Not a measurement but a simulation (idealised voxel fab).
process module | voxel released beams
The figure presents cross-section cut, which has a width of 215 nm and is divided into square cells with an edge length of 5 nm.
Format of a cross-section: grid, square cells. Given as bands. Order: top down. Band: one or more rows of cells.
In this notation a band is specified by the heights of its top and bottom, in that order and in nm, after which its materials appear from left to right, each paired with its width in nm. The word "all across" attached to a single material means that material fills the band from edge to edge; the word "empty" stands for empty space.
Height is counted from the level 0, under which the received wafer is composed throughout of one material. The lowest of the bands is not closed at the bottom but continues downward, in the notation "0 and below".
The notation "30 to 40" denotes a width that varies across the rows of cells in the band, beginning at the first number in the top row, finishing at the second number in the bottom row, and changing by an identical amount from each row to the next.
"all unchanged" (step): cross-section cells unchanged, all of them.
Entry "Completely sealed voids" = empty spaces >= 8 cells with no open way to the top; each as width x height at distance, distance from left edge, all nm.
On a step's line, text after the settings is the simulator commenting on that step.
overlay nm: mask right of planned place by this much (step with mask). Neg. = left.
## The steps planned for the process are as follows
| 1 | op RECEIVE | material Si |
| 2 | op CONFORMAL_DEP | material SiN | thk nm 10 |
| 3 | op DIRECTIONAL_DEP | material SiO2 | thk nm 15 |
| 4 | op PATTERN | tone open | mask id ANCHOR | material resist | width nm 45 | thk nm 15 | overlay nm 0 |
| 5 | op DIRECTIONAL_ETCH | etch materials SiO2 | depth nm 15 |
| 6 | op STRIP | etch materials resist |
| 7 | op CONFORMAL_DEP | material W | thk nm 15 |
| 8 | op MASKED_ETCH | tone cover | mask id BEAM | width nm 90 | etch materials W | depth nm 15 | overlay nm 0 |
| 9 | op STRIP | etch materials SiO2 |
## First of two wafers: run as planned
## As-received state of the wafer in cross-section, equivalent to post-step 1
> 0 and below  Si all across
> Completely sealed voids: none
## Sectional view: wafer, after step 2
> 10 down to 0  SiN all across
> Everything below 0 is unchanged.
## Sectional view: wafer, after step 3
> 25 down to 10  SiO2 all across
> Everything below 10 is unchanged.
## Sectional view: wafer, after step 4
> 40 down to 25  65 resist  45 empty  105 resist
> Everything below 25 is unchanged.
## Sectional view: wafer, after step 5
> 40 down to 25  65 resist  45 empty  105 resist
> 25 down to 10  65 SiO2  45 empty  105 SiO2
> Everything below 10 is unchanged.
## Sectional view: wafer, after step 6
> 25 down to 10  65 SiO2  45 empty  105 SiO2
> Everything below 10 is unchanged.
## Sectional view: wafer, after step 7
> 40 down to 25  80 W  15 empty  120 W
> 25 down to 10  65 SiO2  45 W  105 SiO2
> Everything below 10 is unchanged.
## Sectional view: wafer, after step 8
> 40 down to 25  60 empty  20 W  15 empty  55 W  65 empty
> Everything below 25 is unchanged.
## Sectional view: wafer, after step 9
> 40 down to 25  60 empty  20 W  15 empty  55 W  65 empty
> 25 down to 10  65 empty  45 W  105 empty
> Everything below 10 is unchanged.
## Notes, second wafer: start = first wafer's, plan = first wafer's, execution had one mistake; history identical to first through step 7
## Cross-section, second wafer, at the end time the plan gives for step 8
> 40 down to 25  65 empty  15 W  15 empty  50 W  70 empty
> Everything below 25 is unchanged.
## Cross-section, second wafer, at the end time the plan gives for step 9
> 40 down to 25  65 empty  15 W  15 empty  50 W  70 empty
> 25 down to 10  65 empty  45 W  105 empty
> Everything below 10 is unchanged.
Against the plan, the run slipped here: off-plan run, step 8, actual operation and settings op MASKED_ETCH | tone cover | mask id BEAM | width nm 80 | etch materials W | depth nm 15 | overlay nm 0
Final difference in cells, second wafer against first, listed per material as more or fewer: -6 W
